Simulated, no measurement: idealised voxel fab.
process module | voxel spacer lines
cross-section cut | 255 nm wide | cells 5 nm
A cross-section is a grid of square cells, given in bands from the top down. A band is one or more rows of cells.
Each band's line starts with the height of the band's top and of its bottom, in nm. Then come its materials from left to right, each with its width in nm. One material with "throughout" fills the band from edge to edge. "air" is empty space.
Height 0 is the level under which the wafer as received is all one material. The lowest band goes on downwards, as in "0 down".
A width such as "30 to 40" changes by the same amount from each row of cells to the next, from the band's top row to its bottom row.
"no change" after a step means that no cell of the cross-section changed.
closed voids: empty space of 8 cells or more with no open way to the top, each as width x height at its distance from the left edge, in nm
after a step's settings: what the simulator itself notes on the step
overlay nm, on a step with a mask: how far to the right of its planned place the mask lay; to the left if negative
plan
1 op RECEIVE | material Si
2 op CONFORMAL_DEP | material Al2O3 | thk nm 10
3 op DIRECTIONAL_DEP | material W | thk nm 15
4 op DIRECTIONAL_DEP | material aC | thk nm 30
5 op PATTERN | tone cover | mask id MANDREL | material resist | width nm 25 | pitch nm 80 | thk nm 40 | overlay nm 0
6 op DIRECTIONAL_ETCH | etch materials aC | depth nm 30
7 op STRIP | etch materials resist
8 op CONFORMAL_DEP | material SiN | thk nm 15
9 op DIRECTIONAL_ETCH | etch materials SiN | depth nm 15
10 op STRIP | etch materials aC
11 op DIRECTIONAL_ETCH | etch materials W | depth nm 15
12 op STRIP | etch materials SiN
as received, after step 1
  0 down: Si throughout
  closed voids: none
first wafer at the end, as planned
  25 to 10: air 20 | W 15 | air 25 | W 15 | air 25 | W 15 | air 25 | W 15 | air 25 | W 15 | air 25 | W 15 | air 20
  10 to 0: Al2O3 throughout
  0 down: Si throughout
  closed voids: none
second wafer at the end: like start, like plan, one mistake
  25 to 10: air 35 | W 25 | air 55 | W 25 | air 55 | W 25 | air 35
  10 to 0: Al2O3 throughout
  0 down: Si throughout
  closed voids: none
what went wrong: step 5 ran as: op PATTERN | tone open | mask id MANDREL | material resist | width nm 25 | pitch nm 80 | thk nm 40 | overlay nm 0
at the end the second wafer has, in cells: 9 fewer of W
